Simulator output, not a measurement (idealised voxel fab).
Herein follows the process module entitled voxel self aligned vias.
270 nm wide, 5 nm square cells: that's cross-section cut.
Cross-section, as written here: a square-cell grid given band by band from the top down, where a band holds one or more rows of cells.
Band: top and bottom heights (nm) first, top before bottom; then materials from left to right, widths in nm. "full width" marks a sole material filling the band edge to edge. "empty" denotes empty space.
Heights are measured from 0, the level below which the as-received wafer is all one material; the lowest band has no bottom and continues downward, written as in "from 0 down".
A width such as "30->40" changes by the same amount from each row of cells to the next, from the band's top row to its bottom row.
When a step is marked "no modifications", none of the cells in the cross-section changed during that step.
The label "Sealed internal cavities" introduces a list of the empty spaces, 8 cells or larger, that have no open way up to the top; each entry in it reads width x height at distance, where the distance is taken from the left edge and all three are stated in nm.
Where a step's line continues beyond its settings, the continuation is a remark by the simulator itself on that step.
The line of a step may include "overlay nm". On a step with a mask, this value is how far to the right of its planned place the mask lay. A negative value means the mask lay to the left.
## So here's the lineup of process steps we planned
| 1 | RECEIVE | material Si |
| 2 | CONFORMAL_DEP | material SiO2 | thk nm 10 |
| 3 | CONFORMAL_DEP | material SiCN | thk nm 5 |
| 4 | DIRECTIONAL_DEP | material SiO2 | thk nm 30 |
| 5 | PATTERN | tone open | mask id LINES | material resist | width nm 25 | pitch nm 65 | thk nm 20 | overlay nm 0 |
| 6 | DIRECTIONAL_ETCH | etch materials SiO2 | depth nm 30 |
| 7 | STRIP | etch materials resist |
| 8 | CONFORMAL_DEP | material TiN | thk nm 5 |
| 9 | FILL_DEP | material W | thk nm 10 |
| 10 | CMP | height nm 45 |
| 11 | SELECTIVE_ETCH | etch materials W Ru TiN | depth nm 5 |
| 12 | FILL_DEP | material SiN | thk nm 5 |
| 13 | CMP | height nm 45 |
| 14 | DIRECTIONAL_DEP | material SiO2 | thk nm 20 |
| 15 | MASKED_ETCH | tone open | mask id VIAS | width nm 35 | pitch nm 65 | etch materials SiO2 | depth nm 20 | overlay nm 0 |
| 16 | MASKED_ETCH | tone open | mask id VIAS | width nm 35 | pitch nm 65 | etch materials SiN | depth nm 5 | overlay nm 0 |
| 17 | CONFORMAL_DEP | material TiN | thk nm 5 |
| 18 | FILL_DEP | material Cu | thk nm 10 |
| 19 | CMP | height nm 65 |
| 20 | CONFORMAL_DEP | material SiCN | thk nm 5 |
## Cross-sectional view of the wafer in its as-received condition, corresponding to the state after step 1
    from 0 down  Si full width
    Sealed internal cavities: none
## Look at the cross-section after the module: the wafer started out the way shown above and the plan was the one shown above, yet one mistake was made along the way
    from 70 to 65  SiCN full width
    from 65 to 50  SiO2 50 nm, then TiN 5 nm, then Cu 25 nm, then TiN 5 nm, then SiO2 30 nm, then TiN 5 nm, then Cu 25 nm, then TiN 5 nm, then SiO2 30 nm, then TiN 5 nm, then Cu 25 nm, then TiN 5 nm, then SiO2 55 nm
    from 50 to 45  SiO2 50 nm, then TiN 15 nm, then Cu 10 nm, then TiN 10 nm, then SiO2 30 nm, then TiN 15 nm, then Cu 10 nm, then TiN 10 nm, then SiO2 30 nm, then TiN 15 nm, then Cu 10 nm, then TiN 10 nm, then SiO2 55 nm
    from 45 to 40  SiO2 60 nm, then TiN 20 nm, then SiO2 45 nm, then TiN 20 nm, then SiO2 45 nm, then TiN 20 nm, then SiO2 60 nm
    from 40 to 20  SiO2 60 nm, then TiN 5 nm, then W 10 nm, then TiN 5 nm, then SiO2 45 nm, then TiN 5 nm, then W 10 nm, then TiN 5 nm, then SiO2 45 nm, then TiN 5 nm, then W 10 nm, then TiN 5 nm, then SiO2 60 nm
    from 20 to 15  SiO2 60 nm, then TiN 20 nm, then SiO2 45 nm, then TiN 20 nm, then SiO2 45 nm, then TiN 20 nm, then SiO2 60 nm
    from 15 to 10  SiCN full width
    from 10 to 0  SiO2 full width
    from 0 down  Si full width
    Sealed internal cavities: none
What was the processing mistake? it should be noted that step 5 was executed with settings other than those planned, the operation and settings actually applied being PATTERN | tone open | mask id LINES | material resist | width nm 20 | pitch nm 65 | thk nm 20 | overlay nm 0
